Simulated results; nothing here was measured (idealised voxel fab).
process module | voxel fin reveal
cross-section cut | 205 nm wide | cells 5 nm
A cross-section is a grid of square cells, given in bands from the top down. A band is one or more rows of cells.
Each band's line starts with the height of the band's top and of its bottom, in nm. Then come its materials from left to right, each with its width in nm. One material with "throughout" fills the band from edge to edge. "air" is empty space.
Height 0 is the level under which the wafer as received is all one material. The lowest band goes on downwards, as in "0 down".
A width such as "30 to 40" changes by the same amount from each row of cells to the next, from the band's top row to its bottom row.
"no change" after a step means that no cell of the cross-section changed.
closed voids: empty space of 8 cells or more with no open way to the top, each as width x height at its distance from the left edge, in nm
after a step's settings: what the simulator itself notes on the step
overlay nm, on a step with a mask: how far to the right of its planned place the mask lay; to the left if negative
plan
1 op RECEIVE | material Si
2 op CONFORMAL_DEP | material SiN | thk nm 5
3 op DIRECTIONAL_DEP | material aC | thk nm 10
4 op PATTERN | tone cover | mask id FINS | material resist | width nm 15 | pitch nm 45 | thk nm 30 | overlay nm 0
5 op DIRECTIONAL_ETCH | etch materials aC | depth nm 10
6 op STRIP | etch materials resist
7 op DIRECTIONAL_ETCH | etch materials SiN | depth nm 5
8 op DIRECTIONAL_ETCH | etch materials Si | depth nm 35
9 op STRIP | etch materials aC
10 op FILL_DEP | material SiO2 | thk nm 15
11 op CMP | height nm 5
12 op SELECTIVE_ETCH | etch materials SiO2 | depth nm 15
13 op STRIP | etch materials SiN
14 op CONFORMAL_DEP | material HfO2 | thk nm 5
as received, after step 1
  0 down: Si throughout
  closed voids: none
a wafer at the end: this start, this plan, one mistake
  0 to -10: air 50 | Si 15 | air 30 | Si 15 | air 30 | Si 15 | air 50
  -10 to -35: SiO2 50 | Si 15 | SiO2 30 | Si 15 | SiO2 30 | Si 15 | SiO2 50
  -35 down: Si throughout
  closed voids: none
what went wrong: step 14 was left out
